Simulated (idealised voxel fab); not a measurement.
Process module heading - voxel tone inversion
Shown is cross-section cut, with a width of 190 nm and square cells of size 5 nm.
A cross-section is written here as square cells arranged in a grid, and it is given in bands from the top down, each band taking up one or more rows of cells.
It is stipulated that each band's entry specify, in nanometres, the height of the top of the band and then that of its bottom, followed by the materials of the band in left-to-right sequence, each together with its width in nanometres. A single material marked by the word "everywhere" is understood to fill the band from edge to edge; the word "air" is understood to denote empty space.
Where do heights start? At 0: under that level the wafer as delivered is made of one material only. And the lowest band has no floor; it just carries on downward, as in "0 nm and below".
It should be noted that a width expressed as "30 to 40" varies in equal increments from row to row of cells within the band, taking the value of the first number at the top row and that of the second number at the bottom row.
"no modifications", as given for a step, is the statement that not any cell of the cross-section underwent a change during that step.
Under "Internal closed voids" you'll find the enclosed gaps, the ones with no way out to the top, that are 8 cells or bigger; each reads width x height at distance, with distance counted from the left edge, everything in nm.
It should be noted that, on the line of a given step, the content following the step's settings is a remark produced by the simulator itself with respect to that step.
For masked steps, "overlay nm" on the step line gives how far right of plan the mask actually lay; a minus sign means it lay to the left.

### This section lists the process steps that were planned
1. RECEIVE | material Si
2. CONFORMAL_DEP | material SiN | thk nm 5
3. DIRECTIONAL_DEP | material aC | thk nm 20
4. PATTERN | tone cover | mask id POSTS | material resist | width nm 25 | pitch nm 50 | thk nm 30 | overlay nm 0
5. DIRECTIONAL_ETCH | etch materials aC | depth nm 20
6. STRIP | etch materials resist
7. FILL_DEP | material lowk | thk nm 10
8. CMP | height nm 25
9. STRIP | etch materials aC
10. CONFORMAL_DEP | material TiN | thk nm 5
11. FILL_DEP | material W | thk nm 10
12. CMP | height nm 25
13. CONFORMAL_DEP | material SiCN | thk nm 5

### Concerning the first of two wafers, which was run in accordance with the plan

### Incoming wafer, cross-sectional view, post step 1
    0 nm and below = Si everywhere
    Internal closed voids: none

### Wafer section view after processing step 2
    5 nm to 0 nm = SiN everywhere
    Beneath the level 0, the cross-section is identical to its previous state.

### Wafer section view after processing step 3
    25 nm to 5 nm = aC everywhere
    Beneath the level 5, the cross-section is identical to its previous state.

### Wafer section view after processing step 4
    55 nm to 25 nm = air 55 nm  resist 25 nm  air 25 nm  resist 25 nm  air 60 nm
    Beneath the level 25, the cross-section is identical to its previous state.

### Wafer section view after processing step 5
    35 nm to 25 nm = air 55 nm  resist 25 nm  air 25 nm  resist 25 nm  air 60 nm
    25 nm to 5 nm = air 55 nm  aC 25 nm  air 25 nm  aC 25 nm  air 60 nm
    Beneath the level 5, the cross-section is identical to its previous state.

### Wafer section view after processing step 6
    25 nm to 5 nm = air 55 nm  aC 25 nm  air 25 nm  aC 25 nm  air 60 nm
    Beneath the level 5, the cross-section is identical to its previous state.

### Wafer section view after processing step 7
    35 nm to 25 nm = lowk everywhere
    25 nm to 5 nm = lowk 55 nm  aC 25 nm  lowk 25 nm  aC 25 nm  lowk 60 nm
    Beneath the level 5, the cross-section is identical to its previous state.

### Wafer section view after processing step 8
    25 nm to 5 nm = lowk 55 nm  aC 25 nm  lowk 25 nm  aC 25 nm  lowk 60 nm
    Beneath the level 5, the cross-section is identical to its previous state.

### Wafer section view after processing step 9
    25 nm to 5 nm = lowk 55 nm  air 25 nm  lowk 25 nm  air 25 nm  lowk 60 nm
    Beneath the level 5, the cross-section is identical to its previous state.

### Wafer section view after processing step 10
    30 nm to 25 nm = TiN 60 nm  air 15 nm  TiN 35 nm  air 15 nm  TiN 65 nm
    25 nm to 10 nm = lowk 55 nm  TiN 5 nm  air 15 nm  TiN 5 nm  lowk 25 nm  TiN 5 nm  air 15 nm  TiN 5 nm  lowk 60 nm
    10 nm to 5 nm = lowk 55 nm  TiN 25 nm  lowk 25 nm  TiN 25 nm  lowk 60 nm
    Beneath the level 5, the cross-section is identical to its previous state.

### Wafer section view after processing step 11
    40 nm to 30 nm = W everywhere
    30 nm to 25 nm = TiN 60 nm  W 15 nm  TiN 35 nm  W 15 nm  TiN 65 nm
    25 nm to 10 nm = lowk 55 nm  TiN 5 nm  W 15 nm  TiN 5 nm  lowk 25 nm  TiN 5 nm  W 15 nm  TiN 5 nm  lowk 60 nm
    Beneath the level 10, the cross-section is identical to its previous state.

### Wafer section view after processing step 12
    25 nm to 10 nm = lowk 55 nm  TiN 5 nm  W 15 nm  TiN 5 nm  lowk 25 nm  TiN 5 nm  W 15 nm  TiN 5 nm  lowk 60 nm
    Beneath the level 10, the cross-section is identical to its previous state.

### Wafer section view after processing step 13
    30 nm to 25 nm = SiCN everywhere
    Beneath the level 25, the cross-section is identical to its previous state.

### What follows concerns the second wafer, which started out like the first and was meant to follow the very same plan; one mistake crept in when it was run, but everything up to and including step 3 is the same as for the first wafer

### Planned end of step 4: second wafer, cross-section
    55 nm to 25 nm = resist 55 nm  air 25 nm  resist 25 nm  air 25 nm  resist 60 nm
    Beneath the level 25, the cross-section is identical to its previous state.

### Planned end of step 5: second wafer, cross-section
    35 nm to 25 nm = resist 55 nm  air 25 nm  resist 25 nm  air 25 nm  resist 60 nm
    25 nm to 5 nm = aC 55 nm  air 25 nm  aC 25 nm  air 25 nm  aC 60 nm
    Beneath the level 5, the cross-section is identical to its previous state.

### Planned end of step 6: second wafer, cross-section
    25 nm to 5 nm = aC 55 nm  air 25 nm  aC 25 nm  air 25 nm  aC 60 nm
    Beneath the level 5, the cross-section is identical to its previous state.

### Planned end of step 7: second wafer, cross-section
    35 nm to 25 nm = lowk everywhere
    25 nm to 5 nm = aC 55 nm  lowk 25 nm  aC 25 nm  lowk 25 nm  aC 60 nm
    Beneath the level 5, the cross-section is identical to its previous state.

### Planned end of step 8: second wafer, cross-section
    25 nm to 5 nm = aC 55 nm  lowk 25 nm  aC 25 nm  lowk 25 nm  aC 60 nm
    Beneath the level 5, the cross-section is identical to its previous state.

### Planned end of step 9: second wafer, cross-section
    25 nm to 5 nm = air 55 nm  lowk 25 nm  air 25 nm  lowk 25 nm  air 60 nm
    Beneath the level 5, the cross-section is identical to its previous state.

### Planned end of step 10: second wafer, cross-section
    30 nm to 25 nm = air 50 nm  TiN 35 nm  air 15 nm  TiN 35 nm  air 55 nm
    25 nm to 10 nm = air 50 nm  TiN 5 nm  lowk 25 nm  TiN 5 nm  air 15 nm  TiN 5 nm  lowk 25 nm  TiN 5 nm  air 55 nm
    10 nm to 5 nm = TiN 55 nm  lowk 25 nm  TiN 25 nm  lowk 25 nm  TiN 60 nm
    Beneath the level 5, the cross-section is identical to its previous state.

### Planned end of step 11: second wafer, cross-section
    40 nm to 30 nm = W everywhere
    30 nm to 25 nm = W 50 nm  TiN 35 nm  W 15 nm  TiN 35 nm  W 55 nm
    25 nm to 10 nm = W 50 nm  TiN 5 nm  lowk 25 nm  TiN 5 nm  W 15 nm  TiN 5 nm  lowk 25 nm  TiN 5 nm  W 55 nm
    Beneath the level 10, the cross-section is identical to its previous state.

### Planned end of step 12: second wafer, cross-section
    25 nm to 10 nm = W 50 nm  TiN 5 nm  lowk 25 nm  TiN 5 nm  W 15 nm  TiN 5 nm  lowk 25 nm  TiN 5 nm  W 55 nm
    Beneath the level 10, the cross-section is identical to its previous state.

### Planned end of step 13: second wafer, cross-section
    30 nm to 25 nm = SiCN everywhere
    Beneath the level 25, the cross-section is identical to its previous state.
Deviation noted in wafer processing: step 4 was processed under conditions differing from the plan, specifically as PATTERN | tone open | mask id POSTS | material resist | width nm 25 | pitch nm 50 | thk nm 30 | overlay nm 0
FYI, end of process, the second wafer has more or fewer cells of some materials than the first: 18 more of TiN | 54 more of W | 72 fewer of lowk
